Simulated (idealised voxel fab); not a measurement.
process module | voxel tone inversion
cross-section cut | 220 nm wide | cells 5 nm
A cross-section is a grid of square cells, given in bands from the top down. A band is one or more rows of cells.
Each band's line starts with the height of the band's top and of its bottom, in nm. Then come its materials from left to right, each with its width in nm. One material with "throughout" fills the band from edge to edge. "air" is empty space.
Height 0 is the level under which the wafer as received is all one material. The lowest band goes on downwards, as in "0 down".
A width such as "30 to 40" changes by the same amount from each row of cells to the next, from the band's top row to its bottom row.
"no change" after a step means that no cell of the cross-section changed.
closed voids: empty space of 8 cells or more with no open way to the top, each as width x height at its distance from the left edge, in nm
after a step's settings: what the simulator itself notes on the step
overlay nm, on a step with a mask: how far to the right of its planned place the mask lay; to the left if negative
plan
1 op RECEIVE | material Si
2 op CONFORMAL_DEP | material SiN | thk nm 5
3 op DIRECTIONAL_DEP | material polySi | thk nm 20
4 op PATTERN | tone cover | mask id POSTS | material resist | width nm 15 | pitch nm 45 | thk nm 25 | overlay nm -15
5 op DIRECTIONAL_ETCH | etch materials polySi | depth nm 20
6 op STRIP | etch materials resist
7 op FILL_DEP | material lowk | thk nm 10
8 op CMP | height nm 25
9 op STRIP | etch materials polySi
varied across the wafers: overlay nm of step 4. The plan shows the first wafer's value. All wafers start alike
first wafer as received, after step 1
  0 down: Si throughout
  closed voids: none
each wafer at the end: cells of each material gained (+) or lost (-) since it was received, then its closed voids
overlay nm -15 | +44 SiN | +128 lowk | closed voids: none
overlay nm -10 | +44 SiN | +128 lowk | closed voids: none
overlay nm -5 | +44 SiN | +128 lowk | closed voids: none
overlay nm 0 | +44 SiN | +128 lowk | closed voids: none
overlay nm 5 | +44 SiN | +128 lowk | closed voids: none
overlay nm 10 | +44 SiN | +128 lowk | closed voids: none
overlay nm 15 | +44 SiN | +128 lowk | closed voids: none
